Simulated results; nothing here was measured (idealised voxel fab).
The process module presented herein is designated voxel self aligned contacts.
Shown is cross-section cut, with a width of 160 nm and square cells of size 5 nm.
Cross-section, as written here: a square-cell grid given band by band from the top down, where a band holds one or more rows of cells.
Band: top and bottom heights (nm) first, top before bottom; then materials from left to right, widths in nm. "everywhere" marks a sole material filling the band edge to edge. "blank" denotes empty space.
Counting heights begins at 0, where everything beneath is, in the wafer as received, one material. The lowest band has no bottom; it goes on downwards, as "0 down" shows.
A width given as "30..40" starts at the first number in the band's top row and ends at the second number in its bottom row, shifting by an equal amount at every step from row to row.
"left unchanged", as given for a step, is the statement that not any cell of the cross-section underwent a change during that step.
So "Unvented internal voids" is basically the list of trapped voids: any empty space of 8 cells or more that can't reach the top through an opening. They're written width x height at distance, the distance being from the left edge, and it's all nm.
The remark found on a step's line after its settings is issued by the simulator itself and pertains to that step.
overlay nm: for a step with a mask, the amount by which the mask lay right of where it was planned; a negative amount means left of it.
Listed below are the process steps as planned
1: RECEIVE [material Si]
2: CONFORMAL_DEP [material SiO2] [thk nm 5]
3: DIRECTIONAL_DEP [material polySi] [thk nm 20]
4: DIRECTIONAL_DEP [material SiN] [thk nm 25]
5: MASKED_ETCH [tone cover] [mask id GATE] [width nm 25] [pitch nm 60] [etch materials SiN] [depth nm 25] [overlay nm 0]
6: MASKED_ETCH [tone cover] [mask id GATE] [width nm 25] [pitch nm 60] [etch materials polySi] [depth nm 20] [overlay nm 0]
7: CONFORMAL_DEP [material SiN] [thk nm 10]
8: DIRECTIONAL_ETCH [etch materials SiN] [depth nm 10]
9: FILL_DEP [material SiO2] [thk nm 20]
10: CMP [height nm 60]
11: MASKED_ETCH [tone open] [mask id CONTACT] [width nm 45] [etch materials SiO2] [depth nm 60] [overlay nm 0]
12: CONFORMAL_DEP [material TiN] [thk nm 5]
13: FILL_DEP [material Ru] [thk nm 10]
14: CMP [height nm 60]
15: CONFORMAL_DEP [material SiCN] [thk nm 5]
The first of a set of two wafers, run to plan
Step 1 complete: cross-section of the wafer as received
    0 down | Si everywhere
    Unvented internal voids: none
Cross-section of the wafer after step 2
    5 to 0 | SiO2 everywhere
    Beneath the level 0, the cross-section is identical to its previous state.
Cross-section of the wafer after step 3
    25 to 5 | polySi everywhere
    Beneath the level 5, the cross-section is identical to its previous state.
Cross-section of the wafer after step 4
    50 to 25 | SiN everywhere
    Beneath the level 25, the cross-section is identical to its previous state.
Cross-section of the wafer after step 5
    50 to 25 | blank=35 / SiN=25 / blank=35 / SiN=25 / blank=40
    Beneath the level 25, the cross-section is identical to its previous state.
Cross-section of the wafer after step 6
    50 to 25 | blank=35 / SiN=25 / blank=35 / SiN=25 / blank=40
    25 to 5 | blank=35 / polySi=25 / blank=35 / polySi=25 / blank=40
    Beneath the level 5, the cross-section is identical to its previous state.
Cross-section of the wafer after step 7
    60 to 25 | blank=25 / SiN=45 / blank=15 / SiN=45 / blank=30
    25 to 15 | blank=25 / SiN=10 / polySi=25 / SiN=10 / blank=15 / SiN=10 / polySi=25 / SiN=10 / blank=30
    15 to 5 | SiN=35 / polySi=25 / SiN=35 / polySi=25 / SiN=40
    Beneath the level 5, the cross-section is identical to its previous state.
Cross-section of the wafer after step 8
    50 to 25 | blank=25 / SiN=45 / blank=15 / SiN=45 / blank=30
    25 to 5 | blank=25 / SiN=10 / polySi=25 / SiN=10 / blank=15 / SiN=10 / polySi=25 / SiN=10 / blank=30
    Beneath the level 5, the cross-section is identical to its previous state.
Cross-section of the wafer after step 9
    70 to 50 | SiO2 everywhere
    50 to 25 | SiO2=25 / SiN=45 / SiO2=15 / SiN=45 / SiO2=30
    25 to 5 | SiO2=25 / SiN=10 / polySi=25 / SiN=10 / SiO2=15 / SiN=10 / polySi=25 / SiN=10 / SiO2=30
    Beneath the level 5, the cross-section is identical to its previous state.
Cross-section of the wafer after step 10
    60 to 50 | SiO2 everywhere
    Beneath the level 50, the cross-section is identical to its previous state.
Cross-section of the wafer after step 11
    60 to 50 | SiO2=55 / blank=45 / SiO2=60
    50 to 25 | SiO2=25 / SiN=45 / blank=15 / SiN=45 / SiO2=30
    25 to 5 | SiO2=25 / SiN=10 / polySi=25 / SiN=10 / blank=15 / SiN=10 / polySi=25 / SiN=10 / SiO2=30
    5 to 0 | SiO2=70 / blank=15 / SiO2=75
    Beneath the level 0, the cross-section is identical to its previous state.
Cross-section of the wafer after step 12
    65 to 60 | TiN=60 / blank=35 / TiN=65
    60 to 50 | SiO2=55 / TiN=5..20 / blank=35..5 / TiN=5..20 / SiO2=60
    50 to 25 | SiO2=25 / SiN=45 / TiN=5 / blank=5 / TiN=5 / SiN=45 / SiO2=30
    25 to 5 | SiO2=25 / SiN=10 / polySi=25 / SiN=10 / TiN=5 / blank=5 / TiN=5 / SiN=10 / polySi=25 / SiN=10 / SiO2=30
    5 to 0 | SiO2=70 / TiN=15 / SiO2=75
    Beneath the level 0, the cross-section is identical to its previous state.
Cross-section of the wafer after step 13
    75 to 65 | Ru everywhere
    65 to 60 | TiN=60 / Ru=35 / TiN=65
    60 to 50 | SiO2=55 / TiN=5..20 / Ru=35..5 / TiN=5..20 / SiO2=60
    50 to 25 | SiO2=25 / SiN=45 / TiN=5 / Ru=5 / TiN=5 / SiN=45 / SiO2=30
    25 to 5 | SiO2=25 / SiN=10 / polySi=25 / SiN=10 / TiN=5 / Ru=5 / TiN=5 / SiN=10 / polySi=25 / SiN=10 / SiO2=30
    Beneath the level 5, the cross-section is identical to its previous state.
Cross-section of the wafer after step 14
    60 to 50 | SiO2=55 / TiN=5..20 / Ru=35..5 / TiN=5..20 / SiO2=60
    Beneath the level 50, the cross-section is identical to its previous state.
Cross-section of the wafer after step 15
    65 to 60 | SiCN everywhere
    Beneath the level 60, the cross-section is identical to its previous state.
Here the second wafer is described. Its start and its plan were those of the first wafer. Its run contained one mistake. Up to and including step 5, it did exactly what the first wafer did
What the second wafer looks like in cross-section when step 6 should have wrapped up
    50 to 25 | blank=35 / SiN=25 / blank=35 / SiN=25 / blank=40
    25 to 5 | blank=30 / polySi=35 / blank=25 / polySi=35 / blank=35
    Beneath the level 5, the cross-section is identical to its previous state.
What the second wafer looks like in cross-section when step 7 should have wrapped up
    60 to 35 | blank=25 / SiN=45 / blank=15 / SiN=45 / blank=30
    35 to 25 | blank=20 / SiN=55 / blank=5 / SiN=55 / blank=25
    25 to 15 | blank=20 / SiN=10 / polySi=35 / SiN=10 / blank=5 / SiN=10 / polySi=35 / SiN=10 / blank=25
    15 to 5 | SiN=30 / polySi=35 / SiN=25 / polySi=35 / SiN=35
    Beneath the level 5, the cross-section is identical to its previous state.
What the second wafer looks like in cross-section when step 8 should have wrapped up
    50 to 25 | blank=25 / SiN=45 / blank=15 / SiN=45 / blank=30
    25 to 5 | blank=20 / SiN=10 / polySi=35 / SiN=10 / blank=5 / SiN=10 / polySi=35 / SiN=10 / blank=25
    Beneath the level 5, the cross-section is identical to its previous state.
What the second wafer looks like in cross-section when step 9 should have wrapped up
    70 to 50 | SiO2 everywhere
    50 to 25 | SiO2=25 / SiN=45 / SiO2=15 / SiN=45 / SiO2=30
    25 to 5 | SiO2=20 / SiN=10 / polySi=35 / SiN=10 / SiO2=5 / SiN=10 / polySi=35 / SiN=10 / SiO2=25
    Beneath the level 5, the cross-section is identical to its previous state.
What the second wafer looks like in cross-section when step 10 should have wrapped up
    60 to 50 | SiO2 everywhere
    Beneath the level 50, the cross-section is identical to its previous state.
What the second wafer looks like in cross-section when step 11 should have wrapped up
    60 to 50 | SiO2=55 / blank=45 / SiO2=60
    50 to 25 | SiO2=25 / SiN=45 / blank=15 / SiN=45 / SiO2=30
    25 to 5 | SiO2=20 / SiN=10 / polySi=35 / SiN=10 / blank=5 / SiN=10 / polySi=35 / SiN=10 / SiO2=25
    5 to 0 | SiO2=75 / blank=5 / SiO2=80
    Beneath the level 0, the cross-section is identical to its previous state.
What the second wafer looks like in cross-section when step 12 should have wrapped up
    65 to 60 | TiN=60 / blank=35 / TiN=65
    60 to 50 | SiO2=55 / TiN=5..20 / blank=35..5 / TiN=5..20 / SiO2=60
    50 to 30 | SiO2=25 / SiN=45 / TiN=5 / blank=5 / TiN=5 / SiN=45 / SiO2=30
    30 to 25 | SiO2=25 / SiN=45 / TiN=15 / SiN=45 / SiO2=30
    25 to 5 | SiO2=20 / SiN=10 / polySi=35 / SiN=10 / TiN=5 / SiN=10 / polySi=35 / SiN=10 / SiO2=25
    5 to 0 | SiO2=75 / TiN=5 / SiO2=80
    Beneath the level 0, the cross-section is identical to its previous state.
What the second wafer looks like in cross-section when step 13 should have wrapped up
    75 to 65 | Ru everywhere
    65 to 60 | TiN=60 / Ru=35 / TiN=65
    60 to 50 | SiO2=55 / TiN=5..20 / Ru=35..5 / TiN=5..20 / SiO2=60
    50 to 30 | SiO2=25 / SiN=45 / TiN=5 / Ru=5 / TiN=5 / SiN=45 / SiO2=30
    Beneath the level 30, the cross-section is identical to its previous state.
What the second wafer looks like in cross-section when step 14 should have wrapped up
    60 to 50 | SiO2=55 / TiN=5..20 / Ru=35..5 / TiN=5..20 / SiO2=60
    Beneath the level 50, the cross-section is identical to its previous state.
What the second wafer looks like in cross-section when step 15 should have wrapped up
    65 to 60 | SiCN everywhere
    Beneath the level 60, the cross-section is identical to its previous state.
Against the plan, the run slipped here: planned and actual differ for step 6; actual: MASKED_ETCH [tone cover] [mask id GATE] [width nm 35] [pitch nm 60] [etch materials polySi] [depth nm 20] [overlay nm 0]
Final comparison by cell count, materials where the second wafer has more or fewer than the first: 5 fewer of Ru | 6 fewer of SiO2 | 5 fewer of TiN | 16 more of polySi
